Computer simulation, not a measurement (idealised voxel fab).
This section sets out a process module, namely voxel capacitor over wiring.
The cross-section on display is named cut; it measures 210 nm wide, and its cells are 5 nm squares.
If you're reading a cross-section in this doc, picture square cells in a grid; it comes to you as bands, top ones listed first down to the bottom, and a band can be one or more rows of cells. For a band, the entry starts with two heights in nm, that of the top and then that of the bottom, and carries on with the band's materials in order from left to right, each alongside its width in nm; the word "everywhere" beside a single material means it fills the band edge to edge, and "blank" means empty space. Zero point of the height axis is 0; under it, received wafer = one material. Lowest band: continues down indefinitely, "0 down". The width entry "30 to 40" should be interpreted row by row: the top row of cells in the band takes the first number, the bottom row takes the second number, and the change between adjacent rows is uniform throughout. Given "no modification" for a step, no cell of the cross-section differs between before and after that step. In the "Entrapped voids" entry, you get each enclosed empty space of 8 cells or more, one with no open way to the top, written width x height at distance, distance from the left edge, in nm. Where a step's line continues beyond its settings, the continuation is a remark by the simulator itself on that step. overlay nm: on a step with a mask, how far right of its planned place the mask lay; negative means left.

### Planned step list for the process
1) RECEIVE (material Si)
2) CONFORMAL_DEP (material SiO2; thk nm 15)
3) CONFORMAL_DEP (material SiCN; thk nm 5)
4) DIRECTIONAL_DEP (material SiO2; thk nm 20)
5) PATTERN (tone open; mask id METAL_1; material resist; width nm 20; pitch nm 80; thk nm 15; overlay nm 0)
6) DIRECTIONAL_ETCH (etch materials SiO2; depth nm 20)
7) DIRECTIONAL_ETCH (etch materials SiCN; depth nm 5)
8) STRIP (etch materials resist)
9) CONFORMAL_DEP (material TiN; thk nm 5)
10) FILL_DEP (material W; thk nm 10)
11) CMP (height nm 40)
12) EPI (material Ru; thk nm 5)
13) FILL_DEP (material SiCN; thk nm 5)
14) DIRECTIONAL_DEP (material lowk; thk nm 15)
15) MASKED_ETCH (tone open; mask id PLUG_1; width nm 15; etch materials lowk; depth nm 15; overlay nm 0)
16) MASKED_ETCH (tone open; mask id PLUG_1; width nm 15; etch materials SiCN; depth nm 5; overlay nm 0)
17) EPI (material Ru; thk nm 10)
18) EPI (material Ru; thk nm 10)
19) DIRECTIONAL_DEP (material TiN; thk nm 5)
20) DIRECTIONAL_DEP (material HfO2; thk nm 5)
21) DIRECTIONAL_DEP (material TiN; thk nm 5)
22) PATTERN (tone cover; mask id UPPER_PLATE; material resist; width nm 65; thk nm 20; overlay nm 0)
23) DIRECTIONAL_ETCH (etch materials TiN; depth nm 5)
24) DIRECTIONAL_ETCH (etch materials HfO2; depth nm 5)
25) STRIP (etch materials resist)
26) MASKED_ETCH (tone cover; mask id LOWER_PLATE; width nm 75; etch materials TiN; depth nm 5; overlay nm 0)
27) FILL_DEP (material SiO2; thk nm 20)
28) CMP (height nm 95)
29) PATTERN (tone open; mask id PLUG_2; material resist; width nm 15; thk nm 20; overlay nm 0)
30) DIRECTIONAL_ETCH (etch materials SiO2; depth nm 15)
31) STRIP (etch materials resist)
32) CONFORMAL_DEP (material TiN; thk nm 5)
33) FILL_DEP (material Cu; thk nm 10)
34) CMP (height nm 95)
35) CONFORMAL_DEP (material SiN; thk nm 5)

### Cross-section: wafer on arrival = after step 1
* 0 down = Si everywhere
* Entrapped voids: none

### One mistake in running the module, otherwise start and plan as above: cross-section at the end
* 100 to 95 = SiN everywhere
* 95 to 85 = SiO2: 70 / TiN: 5 / SiN: 5 / TiN: 5 / SiO2: 125
* 85 to 75 = SiO2: 70 to 60 / TiN: 15 to 65 / SiO2: 125 to 85
* 75 to 70 = SiO2: 60 / HfO2: 65 / SiO2: 85
* 70 to 65 = SiO2: 55 / TiN: 75 / SiO2: 80
* 65 to 50 = lowk: 60 / Ru: 15 / lowk: 135
* 50 to 45 = SiCN: 60 / Ru: 15 / SiCN: 135
* 45 to 40 = SiCN: 50 / Ru: 30 / SiCN: 50 / Ru: 30 / SiCN: 50
* 40 to 20 = SiO2: 55 / TiN: 5 / W: 10 / TiN: 5 / SiO2: 60 / TiN: 5 / W: 10 / TiN: 5 / SiO2: 55
* 20 to 15 = SiCN: 55 / TiN: 20 / SiCN: 60 / TiN: 20 / SiCN: 55
* 15 to 0 = SiO2 everywhere
* 0 down = Si everywhere
* Entrapped voids: none
Which mistake was made when the wafer was run? step 33 went in with a setting other than planned; the actual run was FILL_DEP (material SiN; thk nm 10)
